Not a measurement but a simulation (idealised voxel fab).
Proc. module: voxel ribs on slabs
Xsec cut, 155 nm wide, square cell size 5 nm.
Cross-sections here: square-cell grids, written as top-down lists of bands, a band being one or more rows of cells.
Band entry format. Leading values: height of top, height of bottom, nm. Remainder: materials in left-to-right order, each with its width in nm. Special words: "all across" on a single material, which then fills the band edge to edge; "empty", empty space.
Zero point of the height axis is 0; under it, received wafer = one material. Lowest band: continues down indefinitely, "0 -> down".
A two-number width, for instance "30->40", indicates that the width is equal to the first number in the top row of the band and to the second number in the bottom row, and that it changes by a constant amount per row of cells.
You'll sometimes find "remains unaltered" written for a step, and that's the way of saying that nowhere in the cross-section did a cell change during that step.
The entry "Closed void list" lists the empty spaces that cover at least 8 cells and have no open path to the top. Each is written as width x height at distance, where the distance is measured from the left edge and all three values are in nm.
Read whatever lies past the settings on a step's line as the simulator's own remark about the step.
When a step includes a mask, the "overlay nm" setting on its line states how far to the right of its planned place that mask lay, and negative values state how far to the left.
# This section lists the process steps that were planned
1: RECEIVE: material Si
2: DIRECTIONAL_DEP: material SiO2, thk nm 25
3: DIRECTIONAL_DEP: material SiN, thk nm 20
4: DIRECTIONAL_DEP: material aC, thk nm 15
5: PATTERN: tone cover, mask id RIB, material resist, width nm 30, thk nm 35, overlay nm 0
6: DIRECTIONAL_ETCH: etch materials aC, depth nm 15
7: STRIP: etch materials resist
8: DIRECTIONAL_ETCH: etch materials SiN, depth nm 10
9: STRIP: etch materials aC
10: DIRECTIONAL_DEP: material aC, thk nm 15
11: PATTERN: tone cover, mask id SLAB, material resist, width nm 60, thk nm 30, overlay nm 0
12: DIRECTIONAL_ETCH: etch materials aC, depth nm 15
13: STRIP: etch materials resist
14: DIRECTIONAL_ETCH: etch materials SiN, depth nm 10
15: STRIP: etch materials aC
16: FILL_DEP: material SiO2, thk nm 20
17: CMP: height nm 55
18: DIRECTIONAL_DEP: material TiN, thk nm 10
19: PATTERN: tone cover, mask id HEATER, material resist, width nm 40, thk nm 20, overlay nm 0
20: DIRECTIONAL_ETCH: etch materials TiN, depth nm 10
21: STRIP: etch materials resist
22: CONFORMAL_DEP: material SiN, thk nm 5
# Run as planned: first of two wafers
# Cross-section, incoming material, after step 1
    0 -> down: Si all across
    Closed void list: none
# So this is the wafer cross-section right after step 2
    25 -> 0: SiO2 all across
    Beneath the level 0, the cross-section is identical to its previous state.
# So this is the wafer cross-section right after step 3
    45 -> 25: SiN all across
    Beneath the level 25, the cross-section is identical to its previous state.
# So this is the wafer cross-section right after step 4
    60 -> 45: aC all across
    Beneath the level 45, the cross-section is identical to its previous state.
# So this is the wafer cross-section right after step 5
    95 -> 60: empty 60 | resist 30 | empty 65
    Beneath the level 60, the cross-section is identical to its previous state.
# So this is the wafer cross-section right after step 6
    80 -> 60: empty 60 | resist 30 | empty 65
    60 -> 45: empty 60 | aC 30 | empty 65
    Beneath the level 45, the cross-section is identical to its previous state.
# So this is the wafer cross-section right after step 7
    60 -> 45: empty 60 | aC 30 | empty 65
    Beneath the level 45, the cross-section is identical to its previous state.
# So this is the wafer cross-section right after step 8
    60 -> 45: empty 60 | aC 30 | empty 65
    45 -> 35: empty 60 | SiN 30 | empty 65
    Beneath the level 35, the cross-section is identical to its previous state.
# So this is the wafer cross-section right after step 9
    45 -> 35: empty 60 | SiN 30 | empty 65
    Beneath the level 35, the cross-section is identical to its previous state.
# So this is the wafer cross-section right after step 10
    60 -> 50: empty 60 | aC 30 | empty 65
    50 -> 45: aC all across
    45 -> 35: aC 60 | SiN 30 | aC 65
    Beneath the level 35, the cross-section is identical to its previous state.
# So this is the wafer cross-section right after step 11
    90 -> 60: empty 45 | resist 60 | empty 50
    60 -> 50: empty 45 | resist 15 | aC 30 | resist 15 | empty 50
    Beneath the level 50, the cross-section is identical to its previous state.
# So this is the wafer cross-section right after step 12
    75 -> 60: empty 45 | resist 60 | empty 50
    60 -> 50: empty 45 | resist 15 | aC 30 | resist 15 | empty 50
    50 -> 45: empty 45 | aC 60 | empty 50
    45 -> 35: empty 45 | aC 15 | SiN 30 | aC 15 | empty 50
    Beneath the level 35, the cross-section is identical to its previous state.
# So this is the wafer cross-section right after step 13
    60 -> 50: empty 60 | aC 30 | empty 65
    Beneath the level 50, the cross-section is identical to its previous state.
# So this is the wafer cross-section right after step 14
    60 -> 50: empty 60 | aC 30 | empty 65
    50 -> 45: empty 45 | aC 60 | empty 50
    45 -> 35: empty 45 | aC 15 | SiN 30 | aC 15 | empty 50
    35 -> 25: empty 45 | SiN 60 | empty 50
    Beneath the level 25, the cross-section is identical to its previous state.
# So this is the wafer cross-section right after step 15
    45 -> 35: empty 60 | SiN 30 | empty 65
    Beneath the level 35, the cross-section is identical to its previous state.
# So this is the wafer cross-section right after step 16
    65 -> 45: SiO2 all across
    45 -> 35: SiO2 60 | SiN 30 | SiO2 65
    35 -> 25: SiO2 45 | SiN 60 | SiO2 50
    Beneath the level 25, the cross-section is identical to its previous state.
# So this is the wafer cross-section right after step 17
    55 -> 45: SiO2 all across
    Beneath the level 45, the cross-section is identical to its previous state.
# So this is the wafer cross-section right after step 18
    65 -> 55: TiN all across
    Beneath the level 55, the cross-section is identical to its previous state.
# So this is the wafer cross-section right after step 19
    85 -> 65: empty 55 | resist 40 | empty 60
    Beneath the level 65, the cross-section is identical to its previous state.
# So this is the wafer cross-section right after step 20
    85 -> 65: empty 55 | resist 40 | empty 60
    65 -> 55: empty 55 | TiN 40 | empty 60
    Beneath the level 55, the cross-section is identical to its previous state.
# So this is the wafer cross-section right after step 21
    65 -> 55: empty 55 | TiN 40 | empty 60
    Beneath the level 55, the cross-section is identical to its previous state.
# So this is the wafer cross-section right after step 22
    70 -> 65: empty 50 | SiN 50 | empty 55
    65 -> 60: empty 50 | SiN 5 | TiN 40 | SiN 5 | empty 55
    60 -> 55: SiN 55 | TiN 40 | SiN 60
    Beneath the level 55, the cross-section is identical to its previous state.
# The second wafer: identical to the first at the outset and in its planned sequence, differing only in that one mistake was made during processing; up to and including step 10, its path is the first wafer's path
# Second wafer, section view, time point: scheduled end of step 11
    90 -> 60: empty 45 | resist 65 | empty 45
    60 -> 50: empty 45 | resist 15 | aC 30 | resist 20 | empty 45
    Beneath the level 50, the cross-section is identical to its previous state.
# Second wafer, section view, time point: scheduled end of step 12
    75 -> 60: empty 45 | resist 65 | empty 45
    60 -> 50: empty 45 | resist 15 | aC 30 | resist 20 | empty 45
    50 -> 45: empty 45 | aC 65 | empty 45
    45 -> 35: empty 45 | aC 15 | SiN 30 | aC 20 | empty 45
    Beneath the level 35, the cross-section is identical to its previous state.
# Second wafer, section view, time point: scheduled end of step 13
    60 -> 50: empty 60 | aC 30 | empty 65
    Beneath the level 50, the cross-section is identical to its previous state.
# Second wafer, section view, time point: scheduled end of step 14
    60 -> 50: empty 60 | aC 30 | empty 65
    50 -> 45: empty 45 | aC 65 | empty 45
    45 -> 35: empty 45 | aC 15 | SiN 30 | aC 20 | empty 45
    35 -> 25: empty 45 | SiN 65 | empty 45
    Beneath the level 25, the cross-section is identical to its previous state.
# Second wafer, section view, time point: scheduled end of step 15
    45 -> 35: empty 60 | SiN 30 | empty 65
    Beneath the level 35, the cross-section is identical to its previous state.
# Second wafer, section view, time point: scheduled end of step 16
    65 -> 45: SiO2 all across
    45 -> 35: SiO2 60 | SiN 30 | SiO2 65
    35 -> 25: SiO2 45 | SiN 65 | SiO2 45
    Beneath the level 25, the cross-section is identical to its previous state.
# Second wafer, section view, time point: scheduled end of step 17
    55 -> 45: SiO2 all across
    Beneath the level 45, the cross-section is identical to its previous state.
# Second wafer, section view, time point: scheduled end of step 18
    65 -> 55: TiN all across
    Beneath the level 55, the cross-section is identical to its previous state.
# Second wafer, section view, time point: scheduled end of step 19
    85 -> 65: empty 55 | resist 40 | empty 60
    Beneath the level 65, the cross-section is identical to its previous state.
# Second wafer, section view, time point: scheduled end of step 20
    85 -> 65: empty 55 | resist 40 | empty 60
    65 -> 55: empty 55 | TiN 40 | empty 60
    Beneath the level 55, the cross-section is identical to its previous state.
# Second wafer, section view, time point: scheduled end of step 21
    65 -> 55: empty 55 | TiN 40 | empty 60
    Beneath the level 55, the cross-section is identical to its previous state.
# Second wafer, section view, time point: scheduled end of step 22
    70 -> 65: empty 50 | SiN 50 | empty 55
    65 -> 60: empty 50 | SiN 5 | TiN 40 | SiN 5 | empty 55
    60 -> 55: SiN 55 | TiN 40 | SiN 60
    Beneath the level 55, the cross-section is identical to its previous state.
Nonconformance to the process plan: step 11 did not happen as planned, as run it was PATTERN: tone cover, mask id SLAB, material resist, width nm 65, thk nm 30, overlay nm 0
Heads up, by the end the second wafer has more or fewer cells of some materials compared to the first: SiN +2, SiO2 -2
